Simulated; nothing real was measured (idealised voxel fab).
Documented hereafter: the process module known as voxel ribs on slabs.
The cross-section on display is named cut; it measures 165 nm wide, and its cells are 5 nm squares.
Throughout this document, each cross-section is represented as a grid of square cells and is presented as a sequence of bands enumerated from the top downward, where a band comprises one or more rows of cells. Basically the band line says how high the top is and how high the bottom is, in nm, and then what's in it from left to right, every material with its width in nm. Empty space shows up as "air", and if a single material carries "throughout" it runs the full band edge to edge. Basically, 0 is our baseline, since under it the wafer straight out of the box is all one material. The bottom band has no lower end and keeps on going down, so it looks like "z 0 and below". The width entry "30..40" should be interpreted row by row: the top row of cells in the band takes the first number, the bottom row takes the second number, and the change between adjacent rows is uniform throughout. For the purposes of this document, the phrase "no modifications" attached to a step denotes that no cell within the cross-section was modified by that step. "Enclosed void listing" enumerates empty spaces isolated from the top, with no open way to it, that contain at least 8 cells, giving each as width x height at distance from the left edge, all three in nm. Post-settings text on a step line: simulator's own remark regarding the step. overlay nm: mask offset rightward from planned place, masked step; negative means leftward offset.
List of planned process steps:
1. RECEIVE | material Si
2. DIRECTIONAL_DEP | material SiO2 | thk nm 30
3. DIRECTIONAL_DEP | material SiN | thk nm 25
4. MASKED_ETCH | tone cover | mask id RIB | width nm 25 | etch materials SiN | depth nm 15 | overlay nm 0
5. DIRECTIONAL_DEP | material aC | thk nm 15
6. PATTERN | tone cover | mask id SLAB | material resist | width nm 55 | thk nm 30 | overlay nm 0
7. DIRECTIONAL_ETCH | etch materials aC | depth nm 15
8. STRIP | etch materials resist
9. DIRECTIONAL_ETCH | etch materials SiN | depth nm 10
10. STRIP | etch materials aC
11. FILL_DEP | material SiO2 | thk nm 15
12. CMP | height nm 65
13. DIRECTIONAL_DEP | material W | thk nm 5
14. PATTERN | tone cover | mask id HEATER | material resist | width nm 35 | thk nm 20 | overlay nm 0
15. DIRECTIONAL_ETCH | etch materials W | depth nm 5
16. STRIP | etch materials resist
17. CONFORMAL_DEP | material SiO2 | thk nm 5
Cross-section of the wafer at receipt, which is the condition after step 1:
- z 0 and below  Si throughout
- Enclosed void listing: none
Here's the wafer cut in cross-section after the module, started and planned just like above, except one thing was done wrong in the run:
- z 75 to 70  air=60, then SiO2=45, then air=60
- z 70 to 65  SiO2=65, then W=35, then SiO2=65
- z 65 to 55  SiO2=55, then SiN=55, then SiO2=55
- z 55 to 30  SiN throughout
- z 30 to 0  SiO2 throughout
- z 0 and below  Si throughout
- Enclosed void listing: none
So what did we get wrong on this run? regarding the plan, step 3 was run twice
